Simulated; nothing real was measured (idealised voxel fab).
Process module name: voxel wiring stack
Displayed cross-section: cut, width of 270 nm, square cells sized 5 nm.
This document writes a cross-section as a grid whose cells are square, and gives it as bands, listed from the top down; one or more rows of cells form a band.
Basically the band line says how high the top is and how high the bottom is, in nm, and then what's in it from left to right, every material with its width in nm. Empty space shows up as "air", and if a single material carries "everywhere" it runs the full band edge to edge.
Measure heights from 0. That's the level where, below it, the as-received wafer is all one material. The lowest band is bottomless and extends downward; write it as in "0..down".
Think of "30 to 40" as a width that walks from the first number to the second as you go down the band, top row to bottom row, taking equal-sized steps from row to row.
"no change occurred" for a step: no cell of the cross-section changed in that step.
In the "Sealed void inventory" entry, you get each enclosed empty space of 8 cells or more, one with no open way to the top, written width x height at distance, distance from the left edge, in nm.
What comes after the settings on a step's line is commentary from the simulator itself on that step.
overlay nm: on a step with a mask, how far right of its planned place the mask lay; negative means left.
-- So here's the lineup of process steps we planned
1,RECEIVE [material Si]
2,CONFORMAL_DEP [material SiO2] [thk nm 10]
3,CONFORMAL_DEP [material SiCN] [thk nm 5]
4,DIRECTIONAL_DEP [material SiO2] [thk nm 20]
5,MASKED_ETCH [tone open] [mask id METAL_1] [width nm 20] [pitch nm 45] [etch materials SiO2] [depth nm 20] [overlay nm 0]
6,MASKED_ETCH [tone open] [mask id METAL_1] [width nm 20] [pitch nm 45] [etch materials SiCN] [depth nm 5] [overlay nm 0]
7,CONFORMAL_DEP [material TiN] [thk nm 5]
8,FILL_DEP [material Cu] [thk nm 10]
9,CMP [height nm 35]
10,CONFORMAL_DEP [material SiCN] [thk nm 5]
11,DIRECTIONAL_DEP [material SiO2] [thk nm 30]
12,PATTERN [tone open] [mask id METAL_2_HOLES] [material resist] [width nm 15] [pitch nm 90] [thk nm 15] [overlay nm 0]
13,DIRECTIONAL_ETCH [etch materials SiO2] [depth nm 30]
14,STRIP [etch materials resist]
15,DIRECTIONAL_DEP [material aC] [thk nm 10]
16,PATTERN [tone open] [mask id METAL_2] [material resist] [width nm 20] [pitch nm 45] [thk nm 25] [overlay nm 0]
17,DIRECTIONAL_ETCH [etch materials aC] [depth nm 10]
18,STRIP [etch materials resist]
19,DIRECTIONAL_ETCH [etch materials SiO2] [depth nm 20]
20,DIRECTIONAL_ETCH [etch materials SiCN] [depth nm 5]
21,STRIP [etch materials aC]
22,CONFORMAL_DEP [material TiN] [thk nm 5]
23,FILL_DEP [material Cu] [thk nm 5]
24,CMP [height nm 70]
25,CONFORMAL_DEP [material SiCN] [thk nm 5]
26,DIRECTIONAL_DEP [material SiO2] [thk nm 35]
27,PATTERN [tone open] [mask id METAL_3_HOLES] [material resist] [width nm 15] [pitch nm 45] [thk nm 15] [overlay nm 0]
28,DIRECTIONAL_ETCH [etch materials SiO2] [depth nm 35]
29,STRIP [etch materials resist]
30,PATTERN [tone open] [mask id METAL_3] [material resist] [width nm 20] [pitch nm 45] [thk nm 15] [overlay nm 0]
31,DIRECTIONAL_ETCH [etch materials SiO2] [depth nm 20]
32,DIRECTIONAL_ETCH [etch materials SiCN] [depth nm 5]
33,STRIP [etch materials resist]
34,CONFORMAL_DEP [material TiN] [thk nm 5]
35,FILL_DEP [material Cu] [thk nm 5]
36,CMP [height nm 110]
37,CONFORMAL_DEP [material SiCN] [thk nm 5]
38,DIRECTIONAL_DEP [material SiO2] [thk nm 20]
39,DIRECTIONAL_DEP [material aC] [thk nm 15]
40,PATTERN [tone open] [mask id PLUG_3] [material resist] [width nm 15] [pitch nm 90] [thk nm 35] [overlay nm 0]
41,DIRECTIONAL_ETCH [etch materials aC] [depth nm 15]
42,STRIP [etch materials resist]
43,DIRECTIONAL_ETCH [etch materials SiO2] [depth nm 20]
44,DIRECTIONAL_ETCH [etch materials SiCN] [depth nm 5]
45,STRIP [etch materials aC]
46,CONFORMAL_DEP [material TiN] [thk nm 5]
47,FILL_DEP [material Cu] [thk nm 5]
48,CMP [height nm 135]
49,DIRECTIONAL_DEP [material TiN] [thk nm 5]
50,DIRECTIONAL_DEP [material Ru] [thk nm 25]
51,PATTERN [tone cover] [mask id METAL_4] [material resist] [width nm 20] [pitch nm 45] [thk nm 20] [overlay nm 0]
52,DIRECTIONAL_ETCH [etch materials Ru] [depth nm 25]
53,DIRECTIONAL_ETCH [etch materials TiN] [depth nm 5]
54,STRIP [etch materials resist]
55,FILL_DEP [material SiO2] [thk nm 5]
56,CMP [height nm 165]
57,CONFORMAL_DEP [material SiCN] [thk nm 5]
-- Below: the first of two wafers, run as planned
-- Received-state cross-section, reflecting completion of step 1
	0..down: Si everywhere
	Sealed void inventory: none
-- Presented here is a cross-section of the wafer after step 2 has been performed
	10..0: SiO2 everywhere
	below 0: unchanged
-- Presented here is a cross-section of the wafer after step 3 has been performed
	15..10: SiCN everywhere
	below 10: unchanged
-- Presented here is a cross-section of the wafer after step 4 has been performed
	35..15: SiO2 everywhere
	below 15: unchanged
-- Presented here is a cross-section of the wafer after step 5 has been performed
	35..15: SiO2 (55); air (20); SiO2 (25); air (20); SiO2 (25); air (20); SiO2 (25); air (20); SiO2 (60)
	below 15: unchanged
-- Presented here is a cross-section of the wafer after step 6 has been performed
	35..15: SiO2 (55); air (20); SiO2 (25); air (20); SiO2 (25); air (20); SiO2 (25); air (20); SiO2 (60)
	15..10: SiCN (55); air (20); SiCN (25); air (20); SiCN (25); air (20); SiCN (25); air (20); SiCN (60)
	below 10: unchanged
-- Presented here is a cross-section of the wafer after step 7 has been performed
	40..35: TiN (60); air (10); TiN (35); air (10); TiN (35); air (10); TiN (35); air (10); TiN (65)
	35..15: SiO2 (55); TiN (5); air (10); TiN (5); SiO2 (25); TiN (5); air (10); TiN (5); SiO2 (25); TiN (5); air (10); TiN (5); SiO2 (25); TiN (5); air (10); TiN (5); SiO2 (60)
	15..10: SiCN (55); TiN (20); SiCN (25); TiN (20); SiCN (25); TiN (20); SiCN (25); TiN (20); SiCN (60)
	below 10: unchanged
-- Presented here is a cross-section of the wafer after step 8 has been performed
	50..40: Cu everywhere
	40..35: TiN (60); Cu (10); TiN (35); Cu (10); TiN (35); Cu (10); TiN (35); Cu (10); TiN (65)
	35..15: SiO2 (55); TiN (5); Cu (10); TiN (5); SiO2 (25); TiN (5); Cu (10); TiN (5); SiO2 (25); TiN (5); Cu (10); TiN (5); SiO2 (25); TiN (5); Cu (10); TiN (5); SiO2 (60)
	below 15: unchanged
-- Presented here is a cross-section of the wafer after step 9 has been performed
	35..15: SiO2 (55); TiN (5); Cu (10); TiN (5); SiO2 (25); TiN (5); Cu (10); TiN (5); SiO2 (25); TiN (5); Cu (10); TiN (5); SiO2 (25); TiN (5); Cu (10); TiN (5); SiO2 (60)
	below 15: unchanged
-- Presented here is a cross-section of the wafer after step 10 has been performed
	40..35: SiCN everywhere
	below 35: unchanged
-- Presented here is a cross-section of the wafer after step 11 has been performed
	70..40: SiO2 everywhere
	below 40: unchanged
-- Presented here is a cross-section of the wafer after step 12 has been performed
	85..70: resist (55); air (15); resist (75); air (15); resist (110)
	below 70: unchanged
-- Presented here is a cross-section of the wafer after step 13 has been performed
	85..70: resist (55); air (15); resist (75); air (15); resist (110)
	70..40: SiO2 (55); air (15); SiO2 (75); air (15); SiO2 (110)
	below 40: unchanged
-- Presented here is a cross-section of the wafer after step 14 has been performed
	70..40: SiO2 (55); air (15); SiO2 (75); air (15); SiO2 (110)
	below 40: unchanged
-- Presented here is a cross-section of the wafer after step 15 has been performed
	80..70: aC (55); air (15); aC (75); air (15); aC (110)
	70..50: SiO2 (55); air (15); SiO2 (75); air (15); SiO2 (110)
	50..40: SiO2 (55); aC (15); SiO2 (75); aC (15); SiO2 (110)
	below 40: unchanged
-- Presented here is a cross-section of the wafer after step 16 has been performed
	105..80: resist (55); air (20); resist (25); air (20); resist (25); air (20); resist (25); air (20); resist (60)
	below 80: unchanged
-- Presented here is a cross-section of the wafer after step 17 has been performed
	95..80: resist (55); air (20); resist (25); air (20); resist (25); air (20); resist (25); air (20); resist (60)
	80..70: aC (55); air (20); aC (25); air (20); aC (25); air (20); aC (25); air (20); aC (60)
	70..40: SiO2 (55); air (15); SiO2 (75); air (15); SiO2 (110)
	below 40: unchanged
-- Presented here is a cross-section of the wafer after step 18 has been performed
	80..70: aC (55); air (20); aC (25); air (20); aC (25); air (20); aC (25); air (20); aC (60)
	below 70: unchanged
-- Presented here is a cross-section of the wafer after step 19 has been performed
	80..70: aC (55); air (20); aC (25); air (20); aC (25); air (20); aC (25); air (20); aC (60)
	70..50: SiO2 (55); air (20); SiO2 (25); air (20); SiO2 (25); air (20); SiO2 (25); air (20); SiO2 (60)
	below 50: unchanged
-- Presented here is a cross-section of the wafer after step 20 has been performed
	80..70: aC (55); air (20); aC (25); air (20); aC (25); air (20); aC (25); air (20); aC (60)
	70..50: SiO2 (55); air (20); SiO2 (25); air (20); SiO2 (25); air (20); SiO2 (25); air (20); SiO2 (60)
	50..40: SiO2 (55); air (15); SiO2 (75); air (15); SiO2 (110)
	40..35: SiCN (55); air (15); SiCN (75); air (15); SiCN (110)
	below 35: unchanged
-- Presented here is a cross-section of the wafer after step 21 has been performed
	70..50: SiO2 (55); air (20); SiO2 (25); air (20); SiO2 (25); air (20); SiO2 (25); air (20); SiO2 (60)
	below 50: unchanged
-- Presented here is a cross-section of the wafer after step 22 has been performed
	75..70: TiN (60); air (10); TiN (35); air (10); TiN (35); air (10); TiN (35); air (10); TiN (65)
	70..55: SiO2 (55); TiN (5); air (10); TiN (5); SiO2 (25); TiN (5); air (10); TiN (5); SiO2 (25); TiN (5); air (10); TiN (5); SiO2 (25); TiN (5); air (10); TiN (5); SiO2 (60)
	55..50: SiO2 (55); TiN (5); air (5); TiN (10); SiO2 (25); TiN (20); SiO2 (25); TiN (5); air (5); TiN (10); SiO2 (25); TiN (20); SiO2 (60)
	50..40: SiO2 (55); TiN (5); air (5); TiN (5); SiO2 (75); TiN (5); air (5); TiN (5); SiO2 (110)
	40..35: SiCN (55); TiN (15); SiCN (75); TiN (15); SiCN (110)
	below 35: unchanged
-- Presented here is a cross-section of the wafer after step 23 has been performed
	80..75: Cu everywhere
	75..70: TiN (60); Cu (10); TiN (35); Cu (10); TiN (35); Cu (10); TiN (35); Cu (10); TiN (65)
	70..55: SiO2 (55); TiN (5); Cu (10); TiN (5); SiO2 (25); TiN (5); Cu (10); TiN (5); SiO2 (25); TiN (5); Cu (10); TiN (5); SiO2 (25); TiN (5); Cu (10); TiN (5); SiO2 (60)
	55..50: SiO2 (55); TiN (5); Cu (5); TiN (10); SiO2 (25); TiN (20); SiO2 (25); TiN (5); Cu (5); TiN (10); SiO2 (25); TiN (20); SiO2 (60)
	50..40: SiO2 (55); TiN (5); Cu (5); TiN (5); SiO2 (75); TiN (5); Cu (5); TiN (5); SiO2 (110)
	below 40: unchanged
-- Presented here is a cross-section of the wafer after step 24 has been performed
	70..55: SiO2 (55); TiN (5); Cu (10); TiN (5); SiO2 (25); TiN (5); Cu (10); TiN (5); SiO2 (25); TiN (5); Cu (10); TiN (5); SiO2 (25); TiN (5); Cu (10); TiN (5); SiO2 (60)
	below 55: unchanged
-- Presented here is a cross-section of the wafer after step 25 has been performed
	75..70: SiCN everywhere
	below 70: unchanged
-- Presented here is a cross-section of the wafer after step 26 has been performed
	110..75: SiO2 everywhere
	below 75: unchanged
-- Presented here is a cross-section of the wafer after step 27 has been performed
	125..110: resist (55); air (15); resist (30); air (15); resist (30); air (15); resist (30); air (15); resist (65)
	below 110: unchanged
-- Presented here is a cross-section of the wafer after step 28 has been performed
	125..110: resist (55); air (15); resist (30); air (15); resist (30); air (15); resist (30); air (15); resist (65)
	110..75: SiO2 (55); air (15); SiO2 (30); air (15); SiO2 (30); air (15); SiO2 (30); air (15); SiO2 (65)
	below 75: unchanged
-- Presented here is a cross-section of the wafer after step 29 has been performed
	110..75: SiO2 (55); air (15); SiO2 (30); air (15); SiO2 (30); air (15); SiO2 (30); air (15); SiO2 (65)
	below 75: unchanged
-- Presented here is a cross-section of the wafer after step 30 has been performed
	125..110: resist (55); air (20); resist (25); air (20); resist (25); air (20); resist (25); air (20); resist (60)
	below 110: unchanged
-- Presented here is a cross-section of the wafer after step 31 has been performed
	125..110: resist (55); air (20); resist (25); air (20); resist (25); air (20); resist (25); air (20); resist (60)
	110..90: SiO2 (55); air (20); SiO2 (25); air (20); SiO2 (25); air (20); SiO2 (25); air (20); SiO2 (60)
	below 90: unchanged
-- Presented here is a cross-section of the wafer after step 32 has been performed
	125..110: resist (55); air (20); resist (25); air (20); resist (25); air (20); resist (25); air (20); resist (60)
	110..90: SiO2 (55); air (20); SiO2 (25); air (20); SiO2 (25); air (20); SiO2 (25); air (20); SiO2 (60)
	90..75: SiO2 (55); air (15); SiO2 (30); air (15); SiO2 (30); air (15); SiO2 (30); air (15); SiO2 (65)
	75..70: SiCN (55); air (15); SiCN (30); air (15); SiCN (30); air (15); SiCN (30); air (15); SiCN (65)
	below 70: unchanged
-- Presented here is a cross-section of the wafer after step 33 has been performed
	110..90: SiO2 (55); air (20); SiO2 (25); air (20); SiO2 (25); air (20); SiO2 (25); air (20); SiO2 (60)
	below 90: unchanged
-- Presented here is a cross-section of the wafer after step 34 has been performed
	115..110: TiN (60); air (10); TiN (35); air (10); TiN (35); air (10); TiN (35); air (10); TiN (65)
	110..95: SiO2 (55); TiN (5); air (10); TiN (5); SiO2 (25); TiN (5); air (10); TiN (5); SiO2 (25); TiN (5); air (10); TiN (5); SiO2 (25); TiN (5); air (10); TiN (5); SiO2 (60)
	95..90: SiO2 (55); TiN (5); air (5); TiN (10); SiO2 (25); TiN (5); air (5); TiN (10); SiO2 (25); TiN (5); air (5); TiN (10); SiO2 (25); TiN (5); air (5); TiN (10); SiO2 (60)
	90..75: SiO2 (55); TiN (5); air (5); TiN (5); SiO2 (30); TiN (5); air (5); TiN (5); SiO2 (30); TiN (5); air (5); TiN (5); SiO2 (30); TiN (5); air (5); TiN (5); SiO2 (65)
	75..70: SiCN (55); TiN (15); SiCN (30); TiN (15); SiCN (30); TiN (15); SiCN (30); TiN (15); SiCN (65)
	below 70: unchanged
-- Presented here is a cross-section of the wafer after step 35 has been performed
	120..115: Cu everywhere
	115..110: TiN (60); Cu (10); TiN (35); Cu (10); TiN (35); Cu (10); TiN (35); Cu (10); TiN (65)
	110..95: SiO2 (55); TiN (5); Cu (10); TiN (5); SiO2 (25); TiN (5); Cu (10); TiN (5); SiO2 (25); TiN (5); Cu (10); TiN (5); SiO2 (25); TiN (5); Cu (10); TiN (5); SiO2 (60)
	95..90: SiO2 (55); TiN (5); Cu (5); TiN (10); SiO2 (25); TiN (5); Cu (5); TiN (10); SiO2 (25); TiN (5); Cu (5); TiN (10); SiO2 (25); TiN (5); Cu (5); TiN (10); SiO2 (60)
	90..75: SiO2 (55); TiN (5); Cu (5); TiN (5); SiO2 (30); TiN (5); Cu (5); TiN (5); SiO2 (30); TiN (5); Cu (5); TiN (5); SiO2 (30); TiN (5); Cu (5); TiN (5); SiO2 (65)
	below 75: unchanged
-- Presented here is a cross-section of the wafer after step 36 has been performed
	110..95: SiO2 (55); TiN (5); Cu (10); TiN (5); SiO2 (25); TiN (5); Cu (10); TiN (5); SiO2 (25); TiN (5); Cu (10); TiN (5); SiO2 (25); TiN (5); Cu (10); TiN (5); SiO2 (60)
	below 95: unchanged
-- Presented here is a cross-section of the wafer after step 37 has been performed
	115..110: SiCN everywhere
	below 110: unchanged
-- Presented here is a cross-section of the wafer after step 38 has been performed
	135..115: SiO2 everywhere
	below 115: unchanged
-- Presented here is a cross-section of the wafer after step 39 has been performed
	150..135: aC everywhere
	below 135: unchanged
-- Presented here is a cross-section of the wafer after step 40 has been performed
	185..150: resist (55); air (15); resist (75); air (15); resist (110)
	below 150: unchanged
-- Presented here is a cross-section of the wafer after step 41 has been performed
	170..150: resist (55); air (15); resist (75); air (15); resist (110)
	150..135: aC (55); air (15); aC (75); air (15); aC (110)
	below 135: unchanged
-- Presented here is a cross-section of the wafer after step 42 has been performed
	150..135: aC (55); air (15); aC (75); air (15); aC (110)
	below 135: unchanged
-- Presented here is a cross-section of the wafer after step 43 has been performed
	150..135: aC (55); air (15); aC (75); air (15); aC (110)
	135..115: SiO2 (55); air (15); SiO2 (75); air (15); SiO2 (110)
	below 115: unchanged
-- Presented here is a cross-section of the wafer after step 44 has been performed
	150..135: aC (55); air (15); aC (75); air (15); aC (110)
	135..115: SiO2 (55); air (15); SiO2 (75); air (15); SiO2 (110)
	115..110: SiCN (55); air (15); SiCN (75); air (15); SiCN (110)
	below 110: unchanged
-- Presented here is a cross-section of the wafer after step 45 has been performed
	135..115: SiO2 (55); air (15); SiO2 (75); air (15); SiO2 (110)
	below 115: unchanged
-- Presented here is a cross-section of the wafer after step 46 has been performed
	140..135: TiN (60); air (5); TiN (85); air (5); TiN (115)
	135..115: SiO2 (55); TiN (5); air (5); TiN (5); SiO2 (75); TiN (5); air (5); TiN (5); SiO2 (110)
	115..110: SiCN (55); TiN (15); SiCN (75); TiN (15); SiCN (110)
	below 110: unchanged
-- Presented here is a cross-section of the wafer after step 47 has been performed
	145..140: Cu everywhere
	140..135: TiN (60); Cu (5); TiN (85); Cu (5); TiN (115)
	135..115: SiO2 (55); TiN (5); Cu (5); TiN (5); SiO2 (75); TiN (5); Cu (5); TiN (5); SiO2 (110)
	below 115: unchanged
-- Presented here is a cross-section of the wafer after step 48 has been performed
	135..115: SiO2 (55); TiN (5); Cu (5); TiN (5); SiO2 (75); TiN (5); Cu (5); TiN (5); SiO2 (110)
	below 115: unchanged
-- Presented here is a cross-section of the wafer after step 49 has been performed
	140..135: TiN everywhere
	below 135: unchanged
-- Presented here is a cross-section of the wafer after step 50 has been performed
	165..140: Ru everywhere
	below 140: unchanged
-- Presented here is a cross-section of the wafer after step 51 has been performed
	185..165: air (55); resist (20); air (25); resist (20); air (25); resist (20); air (25); resist (20); air (60)
	below 165: unchanged
-- Presented here is a cross-section of the wafer after step 52 has been performed
	185..165: air (55); resist (20); air (25); resist (20); air (25); resist (20); air (25); resist (20); air (60)
	165..140: air (55); Ru (20); air (25); Ru (20); air (25); Ru (20); air (25); Ru (20); air (60)
	below 140: unchanged
-- Presented here is a cross-section of the wafer after step 53 has been performed
	185..165: air (55); resist (20); air (25); resist (20); air (25); resist (20); air (25); resist (20); air (60)
	165..140: air (55); Ru (20); air (25); Ru (20); air (25); Ru (20); air (25); Ru (20); air (60)
	140..135: air (55); TiN (20); air (25); TiN (20); air (25); TiN (20); air (25); TiN (20); air (60)
	below 135: unchanged
-- Presented here is a cross-section of the wafer after step 54 has been performed
	165..140: air (55); Ru (20); air (25); Ru (20); air (25); Ru (20); air (25); Ru (20); air (60)
	below 140: unchanged
-- Presented here is a cross-section of the wafer after step 55 has been performed
	170..165: SiO2 everywhere
	165..140: SiO2 (55); Ru (20); SiO2 (25); Ru (20); SiO2 (25); Ru (20); SiO2 (25); Ru (20); SiO2 (60)
	140..135: SiO2 (55); TiN (20); SiO2 (25); TiN (20); SiO2 (25); TiN (20); SiO2 (25); TiN (20); SiO2 (60)
	below 135: unchanged
-- Presented here is a cross-section of the wafer after step 56 has been performed
	165..140: SiO2 (55); Ru (20); SiO2 (25); Ru (20); SiO2 (25); Ru (20); SiO2 (25); Ru (20); SiO2 (60)
	below 140: unchanged
-- Presented here is a cross-section of the wafer after step 57 has been performed
	170..165: SiCN everywhere
	below 165: unchanged
-- What follows concerns the second wafer, which started out like the first and was meant to follow the very same plan; one mistake crept in when it was run, but everything up to and including step 36 is the same as for the first wafer
-- Cross-section of the second wafer when, according to plan, step 37 should have finished
	130..110: SiO2 everywhere
	below 110: unchanged
-- Cross-section of the second wafer when, according to plan, step 38 should have finished
	135..130: SiCN everywhere
	below 130: unchanged
-- Cross-section of the second wafer when, according to plan, step 39 should have finished
	150..135: aC everywhere
	below 135: unchanged
-- Cross-section of the second wafer when, according to plan, step 40 should have finished
	185..150: resist (55); air (15); resist (75); air (15); resist (110)
	below 150: unchanged
-- Cross-section of the second wafer when, according to plan, step 41 should have finished
	170..150: resist (55); air (15); resist (75); air (15); resist (110)
	150..135: aC (55); air (15); aC (75); air (15); aC (110)
	below 135: unchanged
-- Cross-section of the second wafer when, according to plan, step 42 should have finished
	150..135: aC (55); air (15); aC (75); air (15); aC (110)
	below 135: unchanged
Cross-section of the second wafer when, according to plan, step 43 should have finished: no change occurred
-- Cross-section of the second wafer when, according to plan, step 44 should have finished
	150..135: aC (55); air (15); aC (75); air (15); aC (110)
	135..130: SiCN (55); air (15); SiCN (75); air (15); SiCN (110)
	below 130: unchanged
-- Cross-section of the second wafer when, according to plan, step 45 should have finished
	135..130: SiCN (55); air (15); SiCN (75); air (15); SiCN (110)
	below 130: unchanged
-- Cross-section of the second wafer when, according to plan, step 46 should have finished
	140..135: TiN (60); air (5); TiN (85); air (5); TiN (115)
	135..130: SiCN (55); TiN (15); SiCN (75); TiN (15); SiCN (110)
	below 130: unchanged
-- Cross-section of the second wafer when, according to plan, step 47 should have finished
	145..140: Cu everywhere
	140..135: TiN (60); Cu (5); TiN (85); Cu (5); TiN (115)
	below 135: unchanged
-- Cross-section of the second wafer when, according to plan, step 48 should have finished
	135..130: SiCN (55); TiN (15); SiCN (75); TiN (15); SiCN (110)
	below 130: unchanged
-- Cross-section of the second wafer when, according to plan, step 49 should have finished
	140..135: TiN everywhere
	below 135: unchanged
-- Cross-section of the second wafer when, according to plan, step 50 should have finished
	165..140: Ru everywhere
	below 140: unchanged
-- Cross-section of the second wafer when, according to plan, step 51 should have finished
	185..165: air (55); resist (20); air (25); resist (20); air (25); resist (20); air (25); resist (20); air (60)
	below 165: unchanged
-- Cross-section of the second wafer when, according to plan, step 52 should have finished
	185..165: air (55); resist (20); air (25); resist (20); air (25); resist (20); air (25); resist (20); air (60)
	165..140: air (55); Ru (20); air (25); Ru (20); air (25); Ru (20); air (25); Ru (20); air (60)
	below 140: unchanged
-- Cross-section of the second wafer when, according to plan, step 53 should have finished
	185..165: air (55); resist (20); air (25); resist (20); air (25); resist (20); air (25); resist (20); air (60)
	165..140: air (55); Ru (20); air (25); Ru (20); air (25); Ru (20); air (25); Ru (20); air (60)
	140..135: air (55); TiN (20); air (25); TiN (20); air (25); TiN (20); air (25); TiN (20); air (60)
	below 135: unchanged
-- Cross-section of the second wafer when, according to plan, step 54 should have finished
	165..140: air (55); Ru (20); air (25); Ru (20); air (25); Ru (20); air (25); Ru (20); air (60)
	below 140: unchanged
-- Cross-section of the second wafer when, according to plan, step 55 should have finished
	170..165: SiO2 everywhere
	165..140: SiO2 (55); Ru (20); SiO2 (25); Ru (20); SiO2 (25); Ru (20); SiO2 (25); Ru (20); SiO2 (60)
	140..135: SiO2 (55); TiN (20); SiO2 (25); TiN (20); SiO2 (25); TiN (20); SiO2 (25); TiN (20); SiO2 (60)
	below 135: unchanged
-- Cross-section of the second wafer when, according to plan, step 56 should have finished
	165..140: SiO2 (55); Ru (20); SiO2 (25); Ru (20); SiO2 (25); Ru (20); SiO2 (25); Ru (20); SiO2 (60)
	below 140: unchanged
-- Cross-section of the second wafer when, according to plan, step 57 should have finished
	170..165: SiCN everywhere
	below 165: unchanged
Deviation noted in wafer processing: the processing plan was not followed for steps 37 and 38, which were run with their positions exchanged
Wafer comparison, final, in cells, second relative to first, materials more or fewer: Cu: 8 fewer, SiO2: 24 more, TiN: 16 fewer
